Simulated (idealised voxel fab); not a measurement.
process module | voxel trench capacitor
cross-section cut | 230 nm wide | cells 5 nm
A cross-section is a grid of square cells, given in bands from the top down. A band is one or more rows of cells.
Each band's line starts with the height of the band's top and of its bottom, in nm. Then come its materials from left to right, each with its width in nm. One material with "throughout" fills the band from edge to edge. "air" is empty space.
Height 0 is the level under which the wafer as received is all one material. The lowest band goes on downwards, as in "0 down".
A width such as "30 to 40" changes by the same amount from each row of cells to the next, from the band's top row to its bottom row.
"no change" after a step means that no cell of the cross-section changed.
closed voids: empty space of 8 cells or more with no open way to the top, each as width x height at its distance from the left edge, in nm
after a step's settings: what the simulator itself notes on the step
overlay nm, on a step with a mask: how far to the right of its planned place the mask lay; to the left if negative
plan
1 op RECEIVE | material Si
2 op CONFORMAL_DEP | material SiN | thk nm 5
3 op MASKED_ETCH | tone open | mask id TRENCH | width nm 15 | pitch nm 30 | etch materials SiN | depth nm 5 | overlay nm 0
4 op MASKED_ETCH | tone open | mask id TRENCH | width nm 15 | pitch nm 30 | etch materials Si | depth nm 35 | overlay nm 0
5 op CONFORMAL_DEP | material Al2O3 | thk nm 5
6 op FILL_DEP | material polySi | thk nm 5
7 op CMP | height nm 5
as received, after step 1
  0 down: Si throughout
  closed voids: none
a wafer at the end: this start, this plan, one mistake
  5 to 0: SiN 60 | Al2O3 5 | SiN 5 | Al2O3 5 | SiN 15 | Al2O3 5 | SiN 5 | Al2O3 5 | SiN 15 | Al2O3 5 | SiN 5 | Al2O3 5 | SiN 15 | Al2O3 5 | SiN 5 | Al2O3 5 | SiN 65
  0 to -30: Si 60 | Al2O3 5 | SiN 5 | Al2O3 5 | Si 15 | Al2O3 5 | SiN 5 | Al2O3 5 | Si 15 | Al2O3 5 | SiN 5 | Al2O3 5 | Si 15 | Al2O3 5 | SiN 5 | Al2O3 5 | Si 65
  -30 to -35: Si 60 | Al2O3 15 | Si 15 | Al2O3 15 | Si 15 | Al2O3 15 | Si 15 | Al2O3 15 | Si 65
  -35 down: Si throughout
  closed voids: none
what went wrong: step 6 ran as: op FILL_DEP | material SiN | thk nm 5
